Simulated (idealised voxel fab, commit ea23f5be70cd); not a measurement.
process module | voxel capacitor over wiring
cross-section cut | 170 nm wide | cells 5 nm
A cross-section is a grid of square cells, given in bands from the top down. A band is one or more rows of cells.
Each band's line starts with the height of the band's top and of its bottom, in nm. Then come its materials from left to right, each with its width in nm. One material with "throughout" fills the band from edge to edge. "air" is empty space.
Height 0 is the level under which the wafer as received is all one material. The lowest band goes on downwards, as in "0 down".
A width such as "30 to 40" changes by the same amount from each row of cells to the next, from the band's top row to its bottom row.
"no change" after a step means that no cell of the cross-section changed.
closed voids: empty space of 8 cells or more with no open way to the top, each as width x height at its distance from the left edge, in nm
after a step's settings: what the simulator itself notes on the step
overlay nm, on a step with a mask: how far to the right of its planned place the mask lay; to the left if negative
plan
1 op RECEIVE | material Si
2 op CONFORMAL_DEP | material SiO2 | thk nm 10
3 op CONFORMAL_DEP | material SiCN | thk nm 5
4 op DIRECTIONAL_DEP | material SiO2 | thk nm 25
5 op DIRECTIONAL_DEP | material aC | thk nm 15
6 op PATTERN | tone open | mask id METAL_1 | material resist | width nm 30 | pitch nm 85 | thk nm 35 | overlay nm 0
7 op DIRECTIONAL_ETCH | etch materials aC | depth nm 15
8 op STRIP | etch materials resist
9 op DIRECTIONAL_ETCH | etch materials SiO2 | depth nm 25
10 op DIRECTIONAL_ETCH | etch materials SiCN | depth nm 5
11 op STRIP | etch materials aC
12 op CONFORMAL_DEP | material TiN | thk nm 5
13 op FILL_DEP | material Ru | thk nm 10
14 op CMP | height nm 40
15 op CONFORMAL_DEP | material SiCN | thk nm 5
16 op DIRECTIONAL_DEP | material lowk | thk nm 15
17 op PATTERN | tone open | mask id PLUG_1 | material resist | width nm 15 | thk nm 20 | overlay nm 0
18 op DIRECTIONAL_ETCH | etch materials lowk | depth nm 15
19 op DIRECTIONAL_ETCH | etch materials SiCN | depth nm 5
20 op STRIP | etch materials resist
21 op CONFORMAL_DEP | material TiN | thk nm 5
22 op FILL_DEP | material Cu | thk nm 5
23 op CMP | height nm 60
24 op DIRECTIONAL_DEP | material TiN | thk nm 5
25 op DIRECTIONAL_DEP | material Al2O3 | thk nm 5
26 op DIRECTIONAL_DEP | material TiN | thk nm 10
27 op PATTERN | tone cover | mask id UPPER_PLATE | material resist | width nm 60 | thk nm 20 | overlay nm 0
28 op DIRECTIONAL_ETCH | etch materials TiN | depth nm 10
29 op DIRECTIONAL_ETCH | etch materials Al2O3 | depth nm 5
30 op STRIP | etch materials resist
31 op DIRECTIONAL_DEP | material aC | thk nm 10
32 op PATTERN | tone cover | mask id LOWER_PLATE | material resist | width nm 70 | thk nm 25 | overlay nm 0
33 op DIRECTIONAL_ETCH | etch materials aC | depth nm 10
34 op STRIP | etch materials resist
35 op DIRECTIONAL_ETCH | etch materials TiN | depth nm 5
36 op STRIP | etch materials aC
37 op FILL_DEP | material SiO2 | thk nm 20
38 op CMP | height nm 95
39 op DIRECTIONAL_DEP | material aC | thk nm 15
40 op PATTERN | tone open | mask id PLUG_2 | material resist | width nm 15 | thk nm 35 | overlay nm 0
41 op DIRECTIONAL_ETCH | etch materials aC | depth nm 15
42 op STRIP | etch materials resist
43 op DIRECTIONAL_ETCH | etch materials SiO2 | depth nm 15
44 op STRIP | etch materials aC
45 op CONFORMAL_DEP | material TiN | thk nm 5
46 op FILL_DEP | material Cu | thk nm 5
47 op CMP | height nm 95
48 op CONFORMAL_DEP | material SiN | thk nm 5
first wafer, as planned
as received, after step 1
  0 down: Si throughout
  closed voids: none
after step 2
  10 to 0: SiO2 throughout
  below 0: unchanged
after step 3
  15 to 10: SiCN throughout
  below 10: unchanged
after step 4
  40 to 15: SiO2 throughout
  below 15: unchanged
after step 5
  55 to 40: aC throughout
  below 40: unchanged
after step 6
  90 to 55: resist 25 | air 30 | resist 55 | air 30 | resist 30
  below 55: unchanged
after step 7
  75 to 55: resist 25 | air 30 | resist 55 | air 30 | resist 30
  55 to 40: aC 25 | air 30 | aC 55 | air 30 | aC 30
  below 40: unchanged
after step 8
  55 to 40: aC 25 | air 30 | aC 55 | air 30 | aC 30
  below 40: unchanged
after step 9
  55 to 40: aC 25 | air 30 | aC 55 | air 30 | aC 30
  40 to 15: SiO2 25 | air 30 | SiO2 55 | air 30 | SiO2 30
  below 15: unchanged
after step 10
  55 to 40: aC 25 | air 30 | aC 55 | air 30 | aC 30
  40 to 15: SiO2 25 | air 30 | SiO2 55 | air 30 | SiO2 30
  15 to 10: SiCN 25 | air 30 | SiCN 55 | air 30 | SiCN 30
  below 10: unchanged
after step 11
  40 to 15: SiO2 25 | air 30 | SiO2 55 | air 30 | SiO2 30
  below 15: unchanged
after step 12
  45 to 40: TiN 30 | air 20 | TiN 65 | air 20 | TiN 35
  40 to 15: SiO2 25 | TiN 5 | air 20 | TiN 5 | SiO2 55 | TiN 5 | air 20 | TiN 5 | SiO2 30
  15 to 10: SiCN 25 | TiN 30 | SiCN 55 | TiN 30 | SiCN 30
  below 10: unchanged
after step 13
  55 to 45: Ru throughout
  45 to 40: TiN 30 | Ru 20 | TiN 65 | Ru 20 | TiN 35
  40 to 15: SiO2 25 | TiN 5 | Ru 20 | TiN 5 | SiO2 55 | TiN 5 | Ru 20 | TiN 5 | SiO2 30
  below 15: unchanged
after step 14
  40 to 15: SiO2 25 | TiN 5 | Ru 20 | TiN 5 | SiO2 55 | TiN 5 | Ru 20 | TiN 5 | SiO2 30
  below 15: unchanged
after step 15
  45 to 40: SiCN throughout
  below 40: unchanged
after step 16
  60 to 45: lowk throughout
  below 45: unchanged
after step 17
  80 to 60: resist 40 | air 15 | resist 115
  below 60: unchanged
after step 18
  80 to 60: resist 40 | air 15 | resist 115
  60 to 45: lowk 40 | air 15 | lowk 115
  below 45: unchanged
after step 19
  80 to 60: resist 40 | air 15 | resist 115
  60 to 45: lowk 40 | air 15 | lowk 115
  45 to 40: SiCN 40 | air 15 | SiCN 115
  below 40: unchanged
after step 20
  60 to 45: lowk 40 | air 15 | lowk 115
  below 45: unchanged
after step 21
  65 to 60: TiN 45 | air 5 | TiN 120
  60 to 45: lowk 40 | TiN 5 | air 5 | TiN 5 | lowk 115
  45 to 40: SiCN 40 | TiN 15 | SiCN 115
  below 40: unchanged
after step 22
  70 to 65: Cu throughout
  65 to 60: TiN 45 | Cu 5 | TiN 120
  60 to 45: lowk 40 | TiN 5 | Cu 5 | TiN 5 | lowk 115
  below 45: unchanged
after step 23
  60 to 45: lowk 40 | TiN 5 | Cu 5 | TiN 5 | lowk 115
  below 45: unchanged
after step 24
  65 to 60: TiN throughout
  below 60: unchanged
after step 25
  70 to 65: Al2O3 throughout
  below 65: unchanged
after step 26
  80 to 70: TiN throughout
  below 70: unchanged
after step 27
  100 to 80: air 40 | resist 60 | air 70
  below 80: unchanged
after step 28
  100 to 80: air 40 | resist 60 | air 70
  80 to 70: air 40 | TiN 60 | air 70
  below 70: unchanged
after step 29
  100 to 80: air 40 | resist 60 | air 70
  80 to 70: air 40 | TiN 60 | air 70
  70 to 65: air 40 | Al2O3 60 | air 70
  below 65: unchanged
after step 30
  80 to 70: air 40 | TiN 60 | air 70
  below 70: unchanged
after step 31
  90 to 80: air 40 | aC 60 | air 70
  80 to 75: air 40 | TiN 60 | air 70
  75 to 70: aC 40 | TiN 60 | aC 70
  70 to 65: aC 40 | Al2O3 60 | aC 70
  below 65: unchanged
after step 32
  115 to 90: air 35 | resist 70 | air 65
  90 to 80: air 35 | resist 5 | aC 60 | resist 5 | air 65
  80 to 75: air 35 | resist 5 | TiN 60 | resist 5 | air 65
  below 75: unchanged
after step 33
  105 to 90: air 35 | resist 70 | air 65
  90 to 80: air 35 | resist 5 | aC 60 | resist 5 | air 65
  80 to 75: air 35 | resist 5 | TiN 60 | resist 5 | air 65
  75 to 70: air 35 | aC 5 | TiN 60 | aC 5 | air 65
  70 to 65: air 35 | aC 5 | Al2O3 60 | aC 5 | air 65
  below 65: unchanged
after step 34
  90 to 80: air 40 | aC 60 | air 70
  80 to 75: air 40 | TiN 60 | air 70
  below 75: unchanged
after step 35
  90 to 80: air 40 | aC 60 | air 70
  80 to 75: air 40 | TiN 60 | air 70
  75 to 70: air 35 | aC 5 | TiN 60 | aC 5 | air 65
  70 to 65: air 35 | aC 5 | Al2O3 60 | aC 5 | air 65
  65 to 60: air 35 | TiN 70 | air 65
  below 60: unchanged
after step 36
  80 to 70: air 40 | TiN 60 | air 70
  70 to 65: air 40 | Al2O3 60 | air 70
  below 65: unchanged
after step 37
  100 to 80: SiO2 throughout
  80 to 70: SiO2 40 | TiN 60 | SiO2 70
  70 to 65: SiO2 40 | Al2O3 60 | SiO2 70
  65 to 60: SiO2 35 | TiN 70 | SiO2 65
  below 60: unchanged
after step 38
  95 to 80: SiO2 throughout
  below 80: unchanged
after step 39
  110 to 95: aC throughout
  below 95: unchanged
after step 40
  145 to 110: resist 50 | air 15 | resist 105
  below 110: unchanged
after step 41
  130 to 110: resist 50 | air 15 | resist 105
  110 to 95: aC 50 | air 15 | aC 105
  below 95: unchanged
after step 42
  110 to 95: aC 50 | air 15 | aC 105
  below 95: unchanged
after step 43
  110 to 95: aC 50 | air 15 | aC 105
  95 to 80: SiO2 50 | air 15 | SiO2 105
  below 80: unchanged
after step 44
  95 to 80: SiO2 50 | air 15 | SiO2 105
  below 80: unchanged
after step 45
  100 to 95: TiN 55 | air 5 | TiN 110
  95 to 85: SiO2 50 | TiN 5 | air 5 | TiN 5 | SiO2 105
  85 to 80: SiO2 50 | TiN 15 | SiO2 105
  below 80: unchanged
after step 46
  105 to 100: Cu throughout
  100 to 95: TiN 55 | Cu 5 | TiN 110
  95 to 85: SiO2 50 | TiN 5 | Cu 5 | TiN 5 | SiO2 105
  below 85: unchanged
after step 47
  95 to 85: SiO2 50 | TiN 5 | Cu 5 | TiN 5 | SiO2 105
  below 85: unchanged
after step 48
  100 to 95: SiN throughout
  below 95: unchanged
second wafer: like start, like plan, one mistake. Through step 26 it matches the first wafer
when step 27 should have ended
  100 to 80: air 45 | resist 55 | air 70
  below 80: unchanged
when step 28 should have ended
  100 to 80: air 45 | resist 55 | air 70
  80 to 70: air 45 | TiN 55 | air 70
  below 70: unchanged
when step 29 should have ended
  100 to 80: air 45 | resist 55 | air 70
  80 to 70: air 45 | TiN 55 | air 70
  70 to 65: air 45 | Al2O3 55 | air 70
  below 65: unchanged
when step 30 should have ended
  80 to 70: air 45 | TiN 55 | air 70
  below 70: unchanged
when step 31 should have ended
  90 to 80: air 45 | aC 55 | air 70
  80 to 75: air 45 | TiN 55 | air 70
  75 to 70: aC 45 | TiN 55 | aC 70
  70 to 65: aC 45 | Al2O3 55 | aC 70
  below 65: unchanged
when step 32 should have ended
  115 to 90: air 35 | resist 70 | air 65
  90 to 80: air 35 | resist 10 | aC 55 | resist 5 | air 65
  80 to 75: air 35 | resist 10 | TiN 55 | resist 5 | air 65
  below 75: unchanged
when step 33 should have ended
  105 to 90: air 35 | resist 70 | air 65
  90 to 80: air 35 | resist 10 | aC 55 | resist 5 | air 65
  80 to 75: air 35 | resist 10 | TiN 55 | resist 5 | air 65
  75 to 70: air 35 | aC 10 | TiN 55 | aC 5 | air 65
  70 to 65: air 35 | aC 10 | Al2O3 55 | aC 5 | air 65
  below 65: unchanged
when step 34 should have ended
  90 to 80: air 45 | aC 55 | air 70
  80 to 75: air 45 | TiN 55 | air 70
  below 75: unchanged
when step 35 should have ended
  90 to 80: air 45 | aC 55 | air 70
  80 to 75: air 45 | TiN 55 | air 70
  75 to 70: air 35 | aC 10 | TiN 55 | aC 5 | air 65
  70 to 65: air 35 | aC 10 | Al2O3 55 | aC 5 | air 65
  65 to 60: air 35 | TiN 70 | air 65
  below 60: unchanged
when step 36 should have ended
  80 to 70: air 45 | TiN 55 | air 70
  70 to 65: air 45 | Al2O3 55 | air 70
  below 65: unchanged
when step 37 should have ended
  100 to 80: SiO2 throughout
  80 to 70: SiO2 45 | TiN 55 | SiO2 70
  70 to 65: SiO2 45 | Al2O3 55 | SiO2 70
  65 to 60: SiO2 35 | TiN 70 | SiO2 65
  below 60: unchanged
when step 38 should have ended
  95 to 80: SiO2 throughout
  below 80: unchanged
when step 39 should have ended
  110 to 95: aC throughout
  below 95: unchanged
when step 40 should have ended
  145 to 110: resist 50 | air 15 | resist 105
  below 110: unchanged
when step 41 should have ended
  130 to 110: resist 50 | air 15 | resist 105
  110 to 95: aC 50 | air 15 | aC 105
  below 95: unchanged
when step 42 should have ended
  110 to 95: aC 50 | air 15 | aC 105
  below 95: unchanged
when step 43 should have ended
  110 to 95: aC 50 | air 15 | aC 105
  95 to 80: SiO2 50 | air 15 | SiO2 105
  below 80: unchanged
when step 44 should have ended
  95 to 80: SiO2 50 | air 15 | SiO2 105
  below 80: unchanged
when step 45 should have ended
  100 to 95: TiN 55 | air 5 | TiN 110
  95 to 85: SiO2 50 | TiN 5 | air 5 | TiN 5 | SiO2 105
  85 to 80: SiO2 50 | TiN 15 | SiO2 105
  below 80: unchanged
when step 46 should have ended
  105 to 100: Cu throughout
  100 to 95: TiN 55 | Cu 5 | TiN 110
  95 to 85: SiO2 50 | TiN 5 | Cu 5 | TiN 5 | SiO2 105
  below 85: unchanged
when step 47 should have ended
  95 to 85: SiO2 50 | TiN 5 | Cu 5 | TiN 5 | SiO2 105
  below 85: unchanged
when step 48 should have ended
  100 to 95: SiN throughout
  below 95: unchanged
what went wrong: step 27 ran as: op PATTERN | tone cover | mask id UPPER_PLATE | material resist | width nm 55 | thk nm 20 | overlay nm 0
at the end the second wafer has, in cells: 1 fewer of Al2O3 | 3 more of SiO2 | 2 fewer of TiN
